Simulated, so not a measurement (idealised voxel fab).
Process module name: voxel air gaps
Cross-sectional view cut (width: 185 nm; square cell size: 5 nm).
Cross-section, as written here: a square-cell grid given band by band from the top down, where a band holds one or more rows of cells. In this notation a band is specified by the heights of its top and bottom, in that order and in nm, after which its materials appear from left to right, each paired with its width in nm. The word "all across" attached to a single material means that material fills the band from edge to edge; the word "blank" stands for empty space. Height 0 is the level under which the wafer as received is all one material. The lowest band goes on downwards, as in "z 0 and below". The notation "30 to 40" denotes a width that varies across the rows of cells in the band, beginning at the first number in the top row, finishing at the second number in the bottom row, and changing by an identical amount from each row to the next. It should be understood that the words "everything unchanged", when stated for a given step, signify that the cross-section underwent no change in any of its cells during that step. Under "Internal closed voids" you'll find the enclosed gaps, the ones with no way out to the top, that are 8 cells or bigger; each reads width x height at distance, with distance counted from the left edge, everything in nm. On a step's line, text after the settings is the simulator commenting on that step. "overlay nm" answers the question of how far to the right of plan the mask lay on a step that has a mask, and when it is negative the answer is to the left.

**Planned step list for the process**
1) RECEIVE,material Si
2) CONFORMAL_DEP,material SiO2,thk nm 10
3) CONFORMAL_DEP,material SiN,thk nm 5
4) DIRECTIONAL_DEP,material lowk,thk nm 40
5) MASKED_ETCH,tone open,mask id LINES,width nm 20,pitch nm 50,etch materials lowk,depth nm 40,overlay nm 0
6) CONFORMAL_DEP,material TiN,thk nm 5
7) FILL_DEP,material Cu,thk nm 10
8) CMP,height nm 55
9) EPI,material Ru,thk nm 10
10) SELECTIVE_ETCH,etch materials lowk,depth nm 50
11) CONFORMAL_DEP,material SiCN,thk nm 5

**First of two wafers, with the run carried out as planned**

**So this is the incoming wafer in cross-section - it's already been through step 1**
- z 0 and below  Si all across
- Internal closed voids: none

**after step 2**
- z 10 to 0  SiO2 all across
- Beneath the level 0, the cross-section is identical to its previous state.

**after step 3**
- z 15 to 10  SiN all across
- Beneath the level 10, the cross-section is identical to its previous state.

**after step 4**
- z 55 to 15  lowk all across
- Beneath the level 15, the cross-section is identical to its previous state.

**after step 5**
- z 55 to 15  30 nm lowk; 20 nm blank; 30 nm lowk; 20 nm blank; 30 nm lowk; 20 nm blank; 35 nm lowk
- Beneath the level 15, the cross-section is identical to its previous state.

**after step 6**
- z 60 to 55  35 nm TiN; 10 nm blank; 40 nm TiN; 10 nm blank; 40 nm TiN; 10 nm blank; 40 nm TiN
- z 55 to 20  30 nm lowk; 5 nm TiN; 10 nm blank; 5 nm TiN; 30 nm lowk; 5 nm TiN; 10 nm blank; 5 nm TiN; 30 nm lowk; 5 nm TiN; 10 nm blank; 5 nm TiN; 35 nm lowk
- z 20 to 15  30 nm lowk; 20 nm TiN; 30 nm lowk; 20 nm TiN; 30 nm lowk; 20 nm TiN; 35 nm lowk
- Beneath the level 15, the cross-section is identical to its previous state.

**after step 7**
- z 70 to 60  Cu all across
- z 60 to 55  35 nm TiN; 10 nm Cu; 40 nm TiN; 10 nm Cu; 40 nm TiN; 10 nm Cu; 40 nm TiN
- z 55 to 20  30 nm lowk; 5 nm TiN; 10 nm Cu; 5 nm TiN; 30 nm lowk; 5 nm TiN; 10 nm Cu; 5 nm TiN; 30 nm lowk; 5 nm TiN; 10 nm Cu; 5 nm TiN; 35 nm lowk
- Beneath the level 20, the cross-section is identical to its previous state.

**after step 8**
- z 55 to 20  30 nm lowk; 5 nm TiN; 10 nm Cu; 5 nm TiN; 30 nm lowk; 5 nm TiN; 10 nm Cu; 5 nm TiN; 30 nm lowk; 5 nm TiN; 10 nm Cu; 5 nm TiN; 35 nm lowk
- Beneath the level 20, the cross-section is identical to its previous state.

**after step 9**
- z 65 to 55  20 nm blank; 40 nm Ru; 10 nm blank; 40 nm Ru; 10 nm blank; 40 nm Ru; 25 nm blank
- Beneath the level 55, the cross-section is identical to its previous state.

**after step 10**
- z 65 to 55  20 nm blank; 40 nm Ru; 10 nm blank; 40 nm Ru; 10 nm blank; 40 nm Ru; 25 nm blank
- z 55 to 20  30 nm blank; 5 nm TiN; 10 nm Cu; 5 nm TiN; 30 nm blank; 5 nm TiN; 10 nm Cu; 5 nm TiN; 30 nm blank; 5 nm TiN; 10 nm Cu; 5 nm TiN; 35 nm blank
- z 20 to 15  30 nm blank; 20 nm TiN; 30 nm blank; 20 nm TiN; 30 nm blank; 20 nm TiN; 35 nm blank
- Beneath the level 15, the cross-section is identical to its previous state.

**after step 11**
- z 70 to 65  15 nm blank; 150 nm SiCN; 20 nm blank
- z 65 to 55  15 nm blank; 5 nm SiCN; 40 nm Ru; 10 nm SiCN; 40 nm Ru; 10 nm SiCN; 40 nm Ru; 5 nm SiCN; 20 nm blank
- z 55 to 50  15 nm blank; 15 nm SiCN; 5 nm TiN; 10 nm Cu; 5 nm TiN; 30 nm SiCN; 5 nm TiN; 10 nm Cu; 5 nm TiN; 30 nm SiCN; 5 nm TiN; 10 nm Cu; 5 nm TiN; 15 nm SiCN; 20 nm blank
- z 50 to 20  25 nm blank; 5 nm SiCN; 5 nm TiN; 10 nm Cu; 5 nm TiN; 5 nm SiCN; 20 nm blank; 5 nm SiCN; 5 nm TiN; 10 nm Cu; 5 nm TiN; 5 nm SiCN; 20 nm blank; 5 nm SiCN; 5 nm TiN; 10 nm Cu; 5 nm TiN; 5 nm SiCN; 30 nm blank
- z 20 to 15  30 nm SiCN; 20 nm TiN; 30 nm SiCN; 20 nm TiN; 30 nm SiCN; 20 nm TiN; 35 nm SiCN
- Beneath the level 15, the cross-section is identical to its previous state.
- Internal closed voids: 20 x 30 at 55; 20 x 30 at 105

**Notes, second wafer: start = first wafer's, plan = first wafer's, execution had one mistake; history identical to first through step 2**

**Second wafer at the planned finish of step 3, seen in cross-section**
- z 50 to 10  lowk all across
- Beneath the level 10, the cross-section is identical to its previous state.

**Second wafer at the planned finish of step 4, seen in cross-section**
- z 55 to 50  SiN all across
- Beneath the level 50, the cross-section is identical to its previous state.

Second wafer at the planned finish of step 5, seen in cross-section: everything unchanged

**Second wafer at the planned finish of step 6, seen in cross-section**
- z 60 to 55  TiN all across
- Beneath the level 55, the cross-section is identical to its previous state.

**Second wafer at the planned finish of step 7, seen in cross-section**
- z 70 to 60  Cu all across
- Beneath the level 60, the cross-section is identical to its previous state.

**Second wafer at the planned finish of step 8, seen in cross-section**
- z 55 to 50  SiN all across
- Beneath the level 50, the cross-section is identical to its previous state.

Second wafer at the planned finish of step 9, seen in cross-section: everything unchanged

Second wafer at the planned finish of step 10, seen in cross-section: everything unchanged

**Second wafer at the planned finish of step 11, seen in cross-section**
- z 60 to 55  SiCN all across
- Beneath the level 55, the cross-section is identical to its previous state.
In executing the process, a mistake was made relative to the plan: steps 3 and 4 of the plan were run in the wrong order, each in the other's place
Per the end-of-run cell counts, the second wafer holds more or fewer of some materials than the first: 42 fewer of Cu; 48 fewer of Ru; 84 fewer of SiCN; 54 fewer of TiN; 296 more of lowk
The final tally of closed voids stands at 2 on the first wafer and 0 on the second.
